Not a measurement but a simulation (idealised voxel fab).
process module | voxel self aligned contacts
cross-section cut | 170 nm wide | cells 5 nm
A cross-section is a grid of square cells, given in bands from the top down. A band is one or more rows of cells.
Each band's line starts with the height of the band's top and of its bottom, in nm. Then come its materials from left to right, each with its width in nm. One material with "throughout" fills the band from edge to edge. "air" is empty space.
Height 0 is the level under which the wafer as received is all one material. The lowest band goes on downwards, as in "0 down".
A width such as "30 to 40" changes by the same amount from each row of cells to the next, from the band's top row to its bottom row.
"no change" after a step means that no cell of the cross-section changed.
closed voids: empty space of 8 cells or more with no open way to the top, each as width x height at its distance from the left edge, in nm
after a step's settings: what the simulator itself notes on the step
overlay nm, on a step with a mask: how far to the right of its planned place the mask lay; to the left if negative
plan
1 op RECEIVE | material Si
2 op CONFORMAL_DEP | material SiO2 | thk nm 5
3 op DIRECTIONAL_DEP | material polySi | thk nm 30
4 op DIRECTIONAL_DEP | material SiN | thk nm 15
5 op MASKED_ETCH | tone cover | mask id GATE | width nm 25 | pitch nm 50 | etch materials SiN | depth nm 15 | overlay nm 0
6 op MASKED_ETCH | tone cover | mask id GATE | width nm 25 | pitch nm 50 | etch materials polySi | depth nm 30 | overlay nm 0
7 op CONFORMAL_DEP | material SiN | thk nm 5
8 op DIRECTIONAL_ETCH | etch materials SiN | depth nm 5
9 op FILL_DEP | material SiO2 | thk nm 15
10 op CMP | height nm 60
11 op DIRECTIONAL_DEP | material aC | thk nm 10
12 op PATTERN | tone open | mask id CONTACT | material resist | width nm 35 | pitch nm 50 | thk nm 30 | overlay nm 0
13 op DIRECTIONAL_ETCH | etch materials aC | depth nm 10
14 op STRIP | etch materials resist
15 op DIRECTIONAL_ETCH | etch materials SiO2 | depth nm 60
16 op STRIP | etch materials aC
17 op CONFORMAL_DEP | material TiN | thk nm 5
18 op FILL_DEP | material Ru | thk nm 5
19 op CMP | height nm 60
20 op CONFORMAL_DEP | material SiCN | thk nm 5
as received, after step 1
  0 down: Si throughout
  closed voids: none
a wafer at the end: this start, this plan, one mistake
  65 to 60: SiCN throughout
  60 to 40: SiO2 15 | SiN 5 | polySi 25 | SiN 5 | TiN 5 | Ru 5 | TiN 5 | SiN 5 | polySi 25 | SiN 5 | TiN 5 | Ru 5 | TiN 5 | SiN 5 | polySi 25 | SiN 5 | SiO2 20
  40 to 35: SiO2 15 | SiN 5 | polySi 25 | SiN 5 | TiN 15 | SiN 5 | polySi 25 | SiN 5 | TiN 15 | SiN 5 | polySi 25 | SiN 5 | SiO2 20
  35 to 5: polySi throughout
  5 to 0: SiO2 throughout
  0 down: Si throughout
  closed voids: none
what went wrong: step 3 was run twice
